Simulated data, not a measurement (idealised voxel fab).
process module | voxel gate over fins
For reference, the cross-section in this document is cut, with width 235 nm and square cells of 5 nm.
Each cross-section below is a grid of square cells, stated as bands in top-down order, with one or more rows of cells making up each band.
Heads up on the band format: heights come first, top then bottom, in nm. After that it's the materials left to right, each with its width in nm. A single material flagged "edge to edge" fills the whole band edge to edge, and "empty" means there's empty space there.
Heights are reckoned from 0. Under this level, the received wafer is all of one material. The bottommost band is open-ended downward, for example "0 and below".
When a width is written as two numbers, as in "30->40", the first number is the width in the top row of cells of the band and the second is the width in its bottom row, and the width changes by the same amount from each row to the next.
Basically "no modifications" means that step didn't change any cell in the cross-section.
Closed-off voids of 8+ cells (no open route to the top) go in "Enclosed voids", written width x height at distance from the left edge, in nm.
Text after the settings on a step's line: the simulator's own remark on that step.
When a step includes a mask, the "overlay nm" setting on its line states how far to the right of its planned place that mask lay, and negative values state how far to the left.
Process steps - plan:
- 1: op RECEIVE | material Si
- 2: op CONFORMAL_DEP | material SiN | thk nm 5
- 3: op PATTERN | tone cover | mask id FINS | material resist | width nm 15 | pitch nm 40 | thk nm 15 | overlay nm 0
- 4: op DIRECTIONAL_ETCH | etch materials SiN | depth nm 5
- 5: op DIRECTIONAL_ETCH | etch materials Si | depth nm 35
- 6: op STRIP | etch materials resist
- 7: op OXIDIZE | depth nm 5
- 8: op FILL_DEP | material SiO2 | thk nm 10
- 9: op CMP | height nm 5
- 10: op SELECTIVE_ETCH | etch materials SiO2 | depth nm 15
- 11: op STRIP | etch materials SiN
- 12: op CONFORMAL_DEP | material HfO2 | thk nm 5
- 13: op CONFORMAL_DEP | material TiN | thk nm 5
- 14: op CONFORMAL_DEP | material TiAl | thk nm 5
- 15: op CONFORMAL_DEP | material TiN | thk nm 5
- 16: op FILL_DEP | material W | thk nm 10
- 17: op CMP | height nm 25
- 18: op CONFORMAL_DEP | material SiCN | thk nm 5
Received-state cross-section, reflecting completion of step 1:
0 and below = Si edge to edge
Enclosed voids: none
End-of-module XS, first of two wafers, run as planned:
30 down to 25 = SiCN edge to edge
25 down to 20 = W edge to edge
20 down to 15 = 75 nm W | 85 nm TiN | 75 nm W
15 down to 10 = 75 nm W | 5 nm TiN | 35 nm TiAl | 5 nm TiN | 35 nm TiAl | 5 nm TiN | 75 nm W
10 down to 5 = 80 nm TiN | 5 nm TiAl | 25 nm TiN | 5 nm TiAl | 5 nm TiN | 5 nm TiAl | 25 nm TiN | 5 nm TiAl | 80 nm TiN
5 down to 0 = 85 nm TiAl | 5 nm TiN | 15 nm HfO2 | 5 nm TiN | 15 nm TiAl | 5 nm TiN | 15 nm HfO2 | 5 nm TiN | 85 nm TiAl
0 down to -5 = 90 nm TiN | 5 nm HfO2 | 5 nm Si | 5 nm HfO2 | 25 nm TiN | 5 nm HfO2 | 5 nm Si | 5 nm HfO2 | 90 nm TiN
-5 down to -10 = 95 nm HfO2 | 5 nm Si | 35 nm HfO2 | 5 nm Si | 95 nm HfO2
-10 down to -40 = 95 nm SiO2 | 5 nm Si | 35 nm SiO2 | 5 nm Si | 95 nm SiO2
-40 and below = Si edge to edge
Enclosed voids: none
Cross-section, wafer two of two, end of module: same start and plan as wafer one, one error in execution:
30 down to 25 = SiCN edge to edge
25 down to 15 = W edge to edge
15 down to 5 = 80 nm W | 35 nm TiN | 5 nm W | 35 nm TiN | 80 nm W
5 down to 0 = 90 nm TiN | 15 nm HfO2 | 25 nm TiN | 15 nm HfO2 | 90 nm TiN
0 down to -5 = 90 nm TiN | 5 nm HfO2 | 5 nm Si | 5 nm HfO2 | 25 nm TiN | 5 nm HfO2 | 5 nm Si | 5 nm HfO2 | 90 nm TiN
-5 down to -10 = 95 nm HfO2 | 5 nm Si | 35 nm HfO2 | 5 nm Si | 95 nm HfO2
-10 down to -40 = 95 nm SiO2 | 5 nm Si | 35 nm SiO2 | 5 nm Si | 95 nm SiO2
-40 and below = Si edge to edge
Enclosed voids: none
Finding, execution versus plan: no execution of plan step 14; skipped
Once processing is complete, comparing cell counts shows that the second wafer has more or fewer of certain materials than the first: -55 TiAl; +2 TiN; +53 W
